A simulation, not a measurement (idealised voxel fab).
The process module presented herein is designated voxel wiring stack.
Shown is cross-section cut, with a width of 245 nm and square cells of size 5 nm.
Square cells in a grid make up a cross-section in this document, and the grid is given as bands, listed from the top down, each one or more rows of cells.
It is stipulated that each band's entry specify, in nanometres, the height of the top of the band and then that of its bottom, followed by the materials of the band in left-to-right sequence, each together with its width in nanometres. A single material marked by the word "full width" is understood to fill the band from edge to edge; the word "air" is understood to denote empty space.
Where do heights start? At 0: under that level the wafer as delivered is made of one material only. And the lowest band has no floor; it just carries on downward, as in "z 0 and below".
Top row gets the first number, bottom row gets the second, and each row in between changes by the same step: that is how a band width like "30->40" works.
Step note "nothing was modified" = no cross-section cell changed.
Listed in "Fully enclosed voids": every empty space of 8 or more cells without an open way to the top. Form: width x height at distance, the distance being from the left edge, all in nm.
If you see something after the settings on a step's line, that's the simulator's own remark about that step.
For masked steps, "overlay nm" on the step line gives how far right of plan the mask actually lay; a minus sign means it lay to the left.
SET OUT BELOW ARE THE PLANNED STEPS OF THE PROCESS
1) RECEIVE | material Si
2) CONFORMAL_DEP | material SiO2 | thk nm 10
3) DIRECTIONAL_DEP | material TiN | thk nm 5
4) DIRECTIONAL_DEP | material Ru | thk nm 20
5) PATTERN | tone cover | mask id METAL_1 | material resist | width nm 20 | pitch nm 35 | thk nm 15 | overlay nm 0
6) DIRECTIONAL_ETCH | etch materials Ru | depth nm 20
7) DIRECTIONAL_ETCH | etch materials TiN | depth nm 5
8) STRIP | etch materials resist
9) CONFORMAL_DEP | material SiN | thk nm 5
10) FILL_DEP | material SiO2 | thk nm 5
11) CMP | height nm 35
12) CONFORMAL_DEP | material SiCN | thk nm 5
13) DIRECTIONAL_DEP | material SiO2 | thk nm 20
14) DIRECTIONAL_DEP | material aC | thk nm 15
15) PATTERN | tone open | mask id PLUG_1 | material resist | width nm 15 | pitch nm 70 | thk nm 30 | overlay nm 0
16) DIRECTIONAL_ETCH | etch materials aC | depth nm 15
17) STRIP | etch materials resist
18) DIRECTIONAL_ETCH | etch materials SiO2 | depth nm 20
19) DIRECTIONAL_ETCH | etch materials SiCN | depth nm 5
20) STRIP | etch materials aC
21) EPI | material Ru | thk nm 10
22) EPI | material Ru | thk nm 10
23) EPI | material Ru | thk nm 5
24) DIRECTIONAL_DEP | material TiN | thk nm 5
25) DIRECTIONAL_DEP | material Ru | thk nm 20
26) MASKED_ETCH | tone cover | mask id METAL_2 | width nm 20 | pitch nm 35 | etch materials Ru | depth nm 20 | overlay nm 0
27) MASKED_ETCH | tone cover | mask id METAL_2 | width nm 20 | pitch nm 35 | etch materials TiN | depth nm 5 | overlay nm 0
28) FILL_DEP | material SiO2 | thk nm 10
29) CMP | height nm 85
30) CONFORMAL_DEP | material SiCN | thk nm 5
31) DIRECTIONAL_DEP | material SiO2 | thk nm 15
32) MASKED_ETCH | tone open | mask id PLUG_2 | width nm 15 | pitch nm 35 | etch materials SiO2 | depth nm 15 | overlay nm 0
33) MASKED_ETCH | tone open | mask id PLUG_2 | width nm 15 | pitch nm 35 | etch materials SiCN | depth nm 5 | overlay nm 0
34) CONFORMAL_DEP | material TiN | thk nm 5
35) FILL_DEP | material W | thk nm 5
36) CMP | height nm 105
37) DIRECTIONAL_DEP | material TiN | thk nm 5
38) DIRECTIONAL_DEP | material W | thk nm 25
39) PATTERN | tone cover | mask id METAL_3 | material resist | width nm 20 | pitch nm 35 | thk nm 20 | overlay nm 0
40) DIRECTIONAL_ETCH | etch materials W | depth nm 25
41) DIRECTIONAL_ETCH | etch materials TiN | depth nm 5
42) STRIP | etch materials resist
43) FILL_DEP | material SiO2 | thk nm 5
44) CMP | height nm 135
45) CONFORMAL_DEP | material SiN | thk nm 5
CROSS-SECTION: WAFER ON ARRIVAL = AFTER STEP 1
> z 0 and below  Si full width
> Fully enclosed voids: none
THE PLAN ABOVE WAS CARRIED OUT ON THE STARTING STRUCTURE ABOVE WITH ONE MISTAKE, AND THIS CROSS-SECTION SHOWS THE WAFER AT THE END OF THE MODULE
> z 140 to 135  SiN full width
> z 135 to 110  60 of SiO2 | 20 of W | 15 of SiO2 | 20 of W | 15 of SiO2 | 20 of W | 15 of SiO2 | 20 of W | 60 of SiO2
> z 110 to 105  60 of SiO2 | 20 of TiN | 15 of SiO2 | 20 of TiN | 15 of SiO2 | 20 of TiN | 15 of SiO2 | 20 of TiN | 60 of SiO2
> z 105 to 90  60 of SiO2 | 5 of TiN | 5 of W | 5 of TiN | 20 of SiO2 | 5 of TiN | 5 of W | 5 of TiN | 20 of SiO2 | 5 of TiN | 5 of W | 5 of TiN | 20 of SiO2 | 5 of TiN | 5 of W | 5 of TiN | 65 of SiO2
> z 90 to 85  60 of SiCN | 15 of TiN | 20 of SiCN | 15 of TiN | 20 of SiCN | 15 of TiN | 20 of SiCN | 15 of TiN | 65 of SiCN
> z 85 to 75  60 of SiO2 | 20 of Ru | 15 of SiO2 | 20 of Ru | 15 of SiO2 | 20 of Ru | 15 of SiO2 | 20 of Ru | 60 of SiO2
> z 75 to 70  60 of SiO2 | 20 of TiN | 15 of SiO2 | 20 of Ru | 15 of SiO2 | 20 of TiN | 15 of SiO2 | 20 of Ru | 60 of SiO2
> z 70 to 65  50 of SiO2 | 35 of Ru | 10 of SiO2 | 20 of Ru | 5 of SiO2 | 35 of Ru | 10 of SiO2 | 20 of Ru | 60 of SiO2
> z 65 to 60  50 of SiO2 | 35 of Ru | 10 of SiO2 | 20 of TiN | 5 of SiO2 | 35 of Ru | 10 of SiO2 | 20 of TiN | 60 of SiO2
> z 60 to 40  60 of SiO2 | 15 of Ru | 55 of SiO2 | 15 of Ru | 100 of SiO2
> z 40 to 35  60 of SiCN | 15 of Ru | 55 of SiCN | 15 of Ru | 100 of SiCN
> z 35 to 15  55 of SiO2 | 5 of SiN | 20 of Ru | 5 of SiN | 5 of SiO2 | 5 of SiN | 20 of Ru | 5 of SiN | 5 of SiO2 | 5 of SiN | 20 of Ru | 5 of SiN | 5 of SiO2 | 5 of SiN | 20 of Ru | 5 of SiN | 55 of SiO2
> z 15 to 10  60 of SiN | 20 of TiN | 15 of SiN | 20 of TiN | 15 of SiN | 20 of TiN | 15 of SiN | 20 of TiN | 60 of SiN
> z 10 to 0  SiO2 full width
> z 0 and below  Si full width
> Fully enclosed voids: none
Against the plan, the run slipped here: one of steps 21 and 22 run twice (steps identical, which one unknown)
